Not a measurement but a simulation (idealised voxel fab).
process module | voxel capacitor over wiring
cross-section cut | 295 nm wide | cells 5 nm
A cross-section is a grid of square cells, given in bands from the top down. A band is one or more rows of cells.
Each band's line starts with the height of the band's top and of its bottom, in nm. Then come its materials from left to right, each with its width in nm. One material with "throughout" fills the band from edge to edge. "air" is empty space.
Height 0 is the level under which the wafer as received is all one material. The lowest band goes on downwards, as in "0 down".
A width such as "30 to 40" changes by the same amount from each row of cells to the next, from the band's top row to its bottom row.
"no change" after a step means that no cell of the cross-section changed.
closed voids: empty space of 8 cells or more with no open way to the top, each as width x height at its distance from the left edge, in nm
after a step's settings: what the simulator itself notes on the step
overlay nm, on a step with a mask: how far to the right of its planned place the mask lay; to the left if negative
plan
1 op RECEIVE | material Si
2 op CONFORMAL_DEP | material SiO2 | thk nm 15
3 op CONFORMAL_DEP | material SiCN | thk nm 5
4 op DIRECTIONAL_DEP | material lowk | thk nm 15
5 op DIRECTIONAL_DEP | material aC | thk nm 10
6 op PATTERN | tone open | mask id METAL_1 | material resist | width nm 20 | pitch nm 85 | thk nm 30 | overlay nm 0
7 op DIRECTIONAL_ETCH | etch materials aC | depth nm 10
8 op STRIP | etch materials resist
9 op DIRECTIONAL_ETCH | etch materials lowk | depth nm 15
10 op DIRECTIONAL_ETCH | etch materials SiCN | depth nm 5
11 op STRIP | etch materials aC
12 op CONFORMAL_DEP | material TiN | thk nm 5
13 op FILL_DEP | material Cu | thk nm 10
14 op CMP | height nm 35
15 op CONFORMAL_DEP | material SiCN | thk nm 5
16 op DIRECTIONAL_DEP | material SiO2 | thk nm 20
17 op PATTERN | tone open | mask id PLUG_1 | material resist | width nm 15 | thk nm 20 | overlay nm 0
18 op DIRECTIONAL_ETCH | etch materials SiO2 | depth nm 20
19 op DIRECTIONAL_ETCH | etch materials SiCN | depth nm 5
20 op STRIP | etch materials resist
21 op EPI | material Ru | thk nm 10
22 op EPI | material Ru | thk nm 10
23 op EPI | material Ru | thk nm 5
24 op DIRECTIONAL_DEP | material TiN | thk nm 5
25 op DIRECTIONAL_DEP | material HfO2 | thk nm 5
26 op DIRECTIONAL_DEP | material TiN | thk nm 5
27 op DIRECTIONAL_DEP | material aC | thk nm 15
28 op PATTERN | tone cover | mask id UPPER_PLATE | material resist | width nm 70 | thk nm 35 | overlay nm 0
29 op DIRECTIONAL_ETCH | etch materials aC | depth nm 15
30 op STRIP | etch materials resist
31 op DIRECTIONAL_ETCH | etch materials TiN | depth nm 5
32 op DIRECTIONAL_ETCH | etch materials HfO2 | depth nm 5
33 op STRIP | etch materials aC
34 op DIRECTIONAL_DEP | material aC | thk nm 15
35 op PATTERN | tone cover | mask id LOWER_PLATE | material resist | width nm 80 | thk nm 35 | overlay nm 0
36 op DIRECTIONAL_ETCH | etch materials aC | depth nm 15
37 op STRIP | etch materials resist
38 op DIRECTIONAL_ETCH | etch materials TiN | depth nm 5
39 op STRIP | etch materials aC
40 op FILL_DEP | material SiO2 | thk nm 20
41 op CMP | height nm 90
42 op DIRECTIONAL_DEP | material aC | thk nm 15
43 op PATTERN | tone open | mask id PLUG_2 | material resist | width nm 15 | thk nm 35 | overlay nm 0
44 op DIRECTIONAL_ETCH | etch materials aC | depth nm 15
45 op STRIP | etch materials resist
46 op DIRECTIONAL_ETCH | etch materials SiO2 | depth nm 15
47 op STRIP | etch materials aC
48 op CONFORMAL_DEP | material TiN | thk nm 5
49 op FILL_DEP | material Cu | thk nm 10
50 op CMP | height nm 90
51 op CONFORMAL_DEP | material SiCN | thk nm 5
varied across the wafers: width nm of step 43. The plan shows the first wafer's value. All wafers start alike
first wafer as received, after step 1
  0 down: Si throughout
  closed voids: none
first wafer at the end, after step 51
  95 to 90: SiCN throughout
  90 to 80: SiO2 110 | TiN 5 | Cu 5 | TiN 5 | SiO2 170
  80 to 70: SiO2 110 to 100 | TiN 15 to 70 | SiO2 170 to 125
  70 to 65: SiO2 100 | HfO2 70 | SiO2 125
  65 to 60: SiO2 95 | TiN 80 | SiO2 120
  60 to 40: SiO2 100 | Ru 15 | SiO2 180
  40 to 35: SiCN 100 | Ru 15 | SiCN 180
  35 to 20: lowk 95 | TiN 5 | Cu 10 | TiN 5 | lowk 65 | TiN 5 | Cu 10 | TiN 5 | lowk 95
  20 to 15: SiCN 95 | TiN 20 | SiCN 65 | TiN 20 | SiCN 95
  15 to 0: SiO2 throughout
  0 down: Si throughout
  closed voids: none
last wafer at the end
  95 to 90: SiCN throughout
  90 to 80: SiO2 105 | TiN 5 | Cu 20 | TiN 5 | SiO2 160
  80 to 70: SiO2 105 to 100 | TiN 30 to 70 | SiO2 160 to 125
  70 to 65: SiO2 100 | HfO2 70 | SiO2 125
  65 to 60: SiO2 95 | TiN 80 | SiO2 120
  60 to 40: SiO2 100 | Ru 15 | SiO2 180
  40 to 35: SiCN 100 | Ru 15 | SiCN 180
  35 to 20: lowk 95 | TiN 5 | Cu 10 | TiN 5 | lowk 65 | TiN 5 | Cu 10 | TiN 5 | lowk 95
  20 to 15: SiCN 95 | TiN 20 | SiCN 65 | TiN 20 | SiCN 95
  15 to 0: SiO2 throughout
  0 down: Si throughout
  closed voids: none
each wafer at the end: cells of each material gained (+) or lost (-) since it was received, then its closed voids
width nm 15 | +14 Cu | +14 HfO2 | +15 Ru | +166 SiCN | +702 SiO2 | +57 TiN | +153 lowk | closed voids: none
width nm 20 | +16 Cu | +14 HfO2 | +15 Ru | +166 SiCN | +699 SiO2 | +58 TiN | +153 lowk | closed voids: none
width nm 25 | +18 Cu | +14 HfO2 | +15 Ru | +166 SiCN | +696 SiO2 | +59 TiN | +153 lowk | closed voids: none
width nm 30 | +20 Cu | +14 HfO2 | +15 Ru | +166 SiCN | +693 SiO2 | +60 TiN | +153 lowk | closed voids: none
